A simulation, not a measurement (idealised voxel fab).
The name of this process module is voxel released beams.
We display cut, a cross-section 140 nm in width whose square cells are each 5 nm.
A cross-section is written here as square cells arranged in a grid, and it is given in bands from the top down, each band taking up one or more rows of cells.
In this notation a band is specified by the heights of its top and bottom, in that order and in nm, after which its materials appear from left to right, each paired with its width in nm. The word "edge to edge" attached to a single material means that material fills the band from edge to edge; the word "empty" stands for empty space.
Heights are measured from 0, the level below which the as-received wafer is all one material; the lowest band has no bottom and continues downward, written as in "z 0 and below".
Per-row width for "30->40": begins at first number (top row of band), ends at second number (bottom row), increment between rows held constant.
Reading "stayed the same" for a step: not a cell of the cross-section changed in it.
Entry "Closed cavity list". Content: empty spaces with no open connection to the top, size 8 cells or greater. Each: width x height at distance. Distance: from left edge. Unit: nm.
Where a step's line continues beyond its settings, the continuation is a remark by the simulator itself on that step.
overlay nm: right-of-plan distance of the mask on a masked step; negative values mean left-of-plan.

# Steps planned for the process
1: RECEIVE: material Si
2: CONFORMAL_DEP: material Al2O3, thk nm 5
3: DIRECTIONAL_DEP: material SiO2, thk nm 15
4: PATTERN: tone open, mask id ANCHOR, material resist, width nm 30, thk nm 15, overlay nm 0
5: DIRECTIONAL_ETCH: etch materials SiO2, depth nm 15
6: STRIP: etch materials resist
7: CONFORMAL_DEP: material W, thk nm 10
8: MASKED_ETCH: tone cover, mask id BEAM, width nm 85, etch materials W, depth nm 10, overlay nm 0
9: STRIP: etch materials SiO2

# So, the first of our two wafers, run just as we planned it

# Wafer cross-section on receipt, i.e. after step 1
* z 0 and below = Si edge to edge
* Closed cavity list: none

# Wafer after step 2 (cross-section)
* z 5 to 0 = Al2O3 edge to edge
* No changes below 0.

# Wafer after step 3 (cross-section)
* z 20 to 5 = SiO2 edge to edge
* No changes below 5.

# Wafer after step 4 (cross-section)
* z 35 to 20 = resist (30); empty (30); resist (80)
* No changes below 20.

# Wafer after step 5 (cross-section)
* z 35 to 20 = resist (30); empty (30); resist (80)
* z 20 to 5 = SiO2 (30); empty (30); SiO2 (80)
* No changes below 5.

# Wafer after step 6 (cross-section)
* z 20 to 5 = SiO2 (30); empty (30); SiO2 (80)
* No changes below 5.

# Wafer after step 7 (cross-section)
* z 30 to 20 = W (40); empty (10); W (90)
* z 20 to 15 = SiO2 (30); W (10); empty (10); W (10); SiO2 (80)
* z 15 to 5 = SiO2 (30); W (30); SiO2 (80)
* No changes below 5.

# Wafer after step 8 (cross-section)
* z 30 to 20 = empty (25); W (15); empty (10); W (60); empty (30)
* No changes below 20.

# Wafer after step 9 (cross-section)
* z 30 to 20 = empty (25); W (15); empty (10); W (60); empty (30)
* z 20 to 15 = empty (30); W (10); empty (10); W (10); empty (80)
* z 15 to 5 = empty (30); W (30); empty (80)
* No changes below 5.

# Wafer two. Same start, same plan, one slip in execution. Same as wafer one through step 2, inclusive

# Second wafer shown in cross-section at the time step 3 was slated to end
* z 15 to 5 = SiO2 edge to edge
* No changes below 5.

# Second wafer shown in cross-section at the time step 4 was slated to end
* z 30 to 15 = resist (30); empty (30); resist (80)
* No changes below 15.

# Second wafer shown in cross-section at the time step 5 was slated to end
* z 30 to 15 = resist (30); empty (30); resist (80)
* z 15 to 5 = SiO2 (30); empty (30); SiO2 (80)
* No changes below 5.

# Second wafer shown in cross-section at the time step 6 was slated to end
* z 15 to 5 = SiO2 (30); empty (30); SiO2 (80)
* No changes below 5.

# Second wafer shown in cross-section at the time step 7 was slated to end
* z 25 to 15 = W (40); empty (10); W (90)
* z 15 to 5 = SiO2 (30); W (30); SiO2 (80)
* No changes below 5.

# Second wafer shown in cross-section at the time step 8 was slated to end
* z 25 to 15 = empty (25); W (15); empty (10); W (60); empty (30)
* No changes below 15.

# Second wafer shown in cross-section at the time step 9 was slated to end
* z 25 to 15 = empty (25); W (15); empty (10); W (60); empty (30)
* z 15 to 5 = empty (30); W (30); empty (80)
* No changes below 5.
What broke from the plan during processing? step 3 went in with a setting other than planned; the actual run was DIRECTIONAL_DEP: material SiO2, thk nm 10
Cell-count delta at end, second wafer over first, by material: W: 4 fewer
